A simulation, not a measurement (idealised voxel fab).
A process module follows: voxel capacitor over wiring.
Cross-sectional view cut (width: 180 nm; square cell size: 5 nm).
Cross-section = grid of square cells, listed top down in bands; band = one or more rows.
Read a band's entry like this: the first values are the height of its top and the height of its bottom in nm, and what follows is the sequence of materials from left to right, each with its width in nm. Note that "air" is empty space, and that a single material marked "full width" reaches across the band from edge to edge.
Where do heights start? At 0: under that level the wafer as delivered is made of one material only. And the lowest band has no floor; it just carries on downward, as in "z 0 and below".
Width "30..40": first value at the band's top row of cells, second value at its bottom row, equal change from row to row.
"nothing got changed" after a step means that no cell of the cross-section changed.
"Cavities, sealed" means: voids of 8 cells or more that are shut off from the top with no open way through. Written width x height at distance, distance from the left edge, in nm.
Note: text after step settings on the step line = simulator remark on that step.
If you see "overlay nm" on a step's line and that step has a mask, it's telling you how far right of where it was planned the mask ended up; a negative number means it went left instead.

## The following list gives the planned process steps
1,RECEIVE with material Si
2,CONFORMAL_DEP with material SiO2, thk nm 10
3,DIRECTIONAL_DEP with material TiN, thk nm 5
4,DIRECTIONAL_DEP with material Ru, thk nm 20
5,MASKED_ETCH with tone cover, mask id METAL_1, width nm 20, pitch nm 75, etch materials Ru, depth nm 20, overlay nm 0
6,MASKED_ETCH with tone cover, mask id METAL_1, width nm 20, pitch nm 75, etch materials TiN, depth nm 5, overlay nm 0
7,CONFORMAL_DEP with material SiN, thk nm 5
8,FILL_DEP with material SiO2, thk nm 10
9,CMP with height nm 35
10,CONFORMAL_DEP with material SiCN, thk nm 5
11,DIRECTIONAL_DEP with material lowk, thk nm 10
12,PATTERN with tone open, mask id PLUG_1, material resist, width nm 15, thk nm 15, overlay nm 0
13,DIRECTIONAL_ETCH with etch materials lowk, depth nm 10
14,DIRECTIONAL_ETCH with etch materials SiCN, depth nm 5
15,STRIP with etch materials resist
16,CONFORMAL_DEP with material TiN, thk nm 5
17,FILL_DEP with material W, thk nm 10
18,CMP with height nm 50
19,DIRECTIONAL_DEP with material TiN, thk nm 5
20,DIRECTIONAL_DEP with material SiN, thk nm 5
21,DIRECTIONAL_DEP with material TiN, thk nm 10
22,PATTERN with tone cover, mask id UPPER_PLATE, material resist, width nm 60, thk nm 15, overlay nm 0
23,DIRECTIONAL_ETCH with etch materials TiN, depth nm 10
24,DIRECTIONAL_ETCH with etch materials SiN, depth nm 5
25,STRIP with etch materials resist
26,PATTERN with tone cover, mask id LOWER_PLATE, material resist, width nm 70, thk nm 15, overlay nm 0
27,DIRECTIONAL_ETCH with etch materials TiN, depth nm 5
28,STRIP with etch materials resist
29,FILL_DEP with material SiO2, thk nm 15
30,CMP with height nm 80
31,PATTERN with tone open, mask id PLUG_2, material resist, width nm 15, thk nm 15, overlay nm 0
32,DIRECTIONAL_ETCH with etch materials SiO2, depth nm 10
33,STRIP with etch materials resist
34,CONFORMAL_DEP with material TiN, thk nm 5
35,FILL_DEP with material Ru, thk nm 10
36,CMP with height nm 80
37,CONFORMAL_DEP with material SiCN, thk nm 5

## Wafer at receipt (post step 1), cross-section
	z 0 and below | Si full width
	Cavities, sealed: none

## End-of-module cross-section. Starting structure and process plan as above; one mistake made in running it
	z 85 to 80 | SiCN full width
	z 80 to 75 | SiO2: 55; lowk: 5; Ru: 5; lowk: 5; SiO2: 110
	z 75 to 70 | SiO2: 55; lowk: 15; SiO2: 110
	z 70 to 60 | SiO2: 45; TiN: 60; SiO2: 75
	z 60 to 55 | SiO2: 45; SiN: 60; SiO2: 75
	z 55 to 50 | SiO2: 40; TiN: 70; SiO2: 70
	z 50 to 40 | lowk: 45; TiN: 5; W: 5; TiN: 5; lowk: 120
	z 40 to 35 | SiCN: 45; TiN: 15; SiCN: 120
	z 35 to 15 | SiO2: 35; SiN: 5; Ru: 20; SiN: 5; SiO2: 45; SiN: 5; Ru: 20; SiN: 5; SiO2: 40
	z 15 to 10 | SiN: 40; TiN: 20; SiN: 55; TiN: 20; SiN: 45
	z 10 to 0 | SiO2 full width
	z 0 and below | Si full width
	Cavities, sealed: none
Here's what went sideways: step 34 went in with a setting other than planned; the actual run was CONFORMAL_DEP with material lowk, thk nm 5
